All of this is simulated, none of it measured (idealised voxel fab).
Process module, titled voxel gate over fins
Pictured: cross-section cut, 210 nm wide, on a grid of 5 nm square cells.
Cross-section = grid of square cells, listed top down in bands; band = one or more rows.
Band: top and bottom heights (nm) first, top before bottom; then materials from left to right, widths in nm. "all across" marks a sole material filling the band edge to edge. "blank" denotes empty space.
Height datum 0, below which the as-received substrate wafer is one material. Lowest band open at the bottom, running downward: "0..down".
Width spec "30->40" -> top row of cells at first value, bottom row at second value, equal per-row change in between.
Reading "no alterations made" for a step: not a cell of the cross-section changed in it.
Empty spaces counting at least 8 cells and having no open way to the top are listed in "Closed void register". The notation width x height at distance is used for each, the distance being from the left edge and all three values in nm.
Formally, on a step line, whatever follows the settings is a remark that the simulator itself makes on the step.
The line of a step may include "overlay nm". On a step with a mask, this value is how far to the right of its planned place the mask lay. A negative value means the mask lay to the left.

Process steps - plan:
1: RECEIVE [material Si]
2: CONFORMAL_DEP [material SiN] [thk nm 5]
3: DIRECTIONAL_DEP [material aC] [thk nm 10]
4: PATTERN [tone cover] [mask id FINS] [material resist] [width nm 15] [pitch nm 60] [thk nm 25] [overlay nm 0]
5: DIRECTIONAL_ETCH [etch materials aC] [depth nm 10]
6: STRIP [etch materials resist]
7: DIRECTIONAL_ETCH [etch materials SiN] [depth nm 5]
8: DIRECTIONAL_ETCH [etch materials Si] [depth nm 35]
9: STRIP [etch materials aC]
10: FILL_DEP [material SiO2] [thk nm 5]
11: CMP [height nm 5]
12: DIRECTIONAL_DEP [material aC] [thk nm 10]
13: PATTERN [tone open] [mask id RAIL] [material resist] [width nm 15] [thk nm 25] [overlay nm 0]
14: DIRECTIONAL_ETCH [etch materials aC] [depth nm 10]
15: STRIP [etch materials resist]
16: DIRECTIONAL_ETCH [etch materials SiO2] [depth nm 35]
17: STRIP [etch materials aC]
18: CONFORMAL_DEP [material TiN] [thk nm 5]
19: FILL_DEP [material Ru] [thk nm 5]
20: CMP [height nm 5]
21: SELECTIVE_ETCH [etch materials W Ru TiN] [depth nm 20]
22: FILL_DEP [material SiO2] [thk nm 5]
23: CMP [height nm 5]
24: SELECTIVE_ETCH [etch materials SiO2] [depth nm 15]
25: STRIP [etch materials SiN]
26: CONFORMAL_DEP [material HfO2] [thk nm 5]
27: CONFORMAL_DEP [material TiN] [thk nm 5]
28: FILL_DEP [material W] [thk nm 10]
29: CMP [height nm 15]
30: CONFORMAL_DEP [material SiN] [thk nm 10]
For this document, wafers share an identical start and vary in the step 26 thk nm; the plan quotes the first wafer's value.

The as-received cross-section of the first of several wafers corresponds to the state after step 1:
* 0..down  Si all across
* Closed void register: none

The table below has one row for each wafer; a row shows, as of the end of the module, how many cells of each material the wafer has gained, marked (+), or lost, marked (-), since it was received, and then the wafer's closed voids:
thk nm 5 | +50 HfO2 | +2 Ru | -252 Si | +84 SiN | +171 SiO2 | +57 TiN | +98 W | Closed void register: none
thk nm 10 | +100 HfO2 | +2 Ru | -252 Si | +84 SiN | +171 SiO2 | +57 TiN | +48 W | Closed void register: none
thk nm 15 | +150 HfO2 | +2 Ru | -252 Si | +84 SiN | +171 SiO2 | +35 TiN | +20 W | Closed void register: none
thk nm 20 | +178 HfO2 | +2 Ru | -252 Si | +84 SiN | +171 SiO2 | +27 TiN | Closed void register: none
